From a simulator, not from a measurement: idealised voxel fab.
process module | voxel trench capacitor
cross-section cut | 250 nm wide | cells 5 nm
A cross-section is a grid of square cells, given in bands from the top down. A band is one or more rows of cells.
Each band's line starts with the height of the band's top and of its bottom, in nm. Then come its materials from left to right, each with its width in nm. One material with "throughout" fills the band from edge to edge. "air" is empty space.
Height 0 is the level under which the wafer as received is all one material. The lowest band goes on downwards, as in "0 down".
A width such as "30 to 40" changes by the same amount from each row of cells to the next, from the band's top row to its bottom row.
"no change" after a step means that no cell of the cross-section changed.
closed voids: empty space of 8 cells or more with no open way to the top, each as width x height at its distance from the left edge, in nm
after a step's settings: what the simulator itself notes on the step
overlay nm, on a step with a mask: how far to the right of its planned place the mask lay; to the left if negative
plan
1 op RECEIVE | material Si
2 op CONFORMAL_DEP | material SiN | thk nm 10
3 op PATTERN | tone open | mask id TRENCH | material resist | width nm 20 | pitch nm 40 | thk nm 20 | overlay nm 0
4 op DIRECTIONAL_ETCH | etch materials SiN | depth nm 10
5 op DIRECTIONAL_ETCH | etch materials Si | depth nm 35
6 op STRIP | etch materials resist
7 op CONFORMAL_DEP | material Al2O3 | thk nm 5
8 op FILL_DEP | material polySi | thk nm 5
9 op CMP | height nm 10
as received, after step 1
  0 down: Si throughout
  closed voids: none
a wafer at the end: this start, this plan, one mistake
  10 to 0: SiN 100 | Al2O3 5 | polySi 5 | Al2O3 5 | SiN 25 | Al2O3 5 | polySi 5 | Al2O3 5 | SiN 95
  0 to -30: Si 100 | Al2O3 5 | polySi 5 | Al2O3 5 | Si 25 | Al2O3 5 | polySi 5 | Al2O3 5 | Si 95
  -30 to -35: Si 100 | Al2O3 15 | Si 25 | Al2O3 15 | Si 95
  -35 down: Si throughout
  closed voids: none
what went wrong: step 3 ran as: op PATTERN | tone open | mask id TRENCH | material resist | width nm 15 | pitch nm 40 | thk nm 20 | overlay nm 0
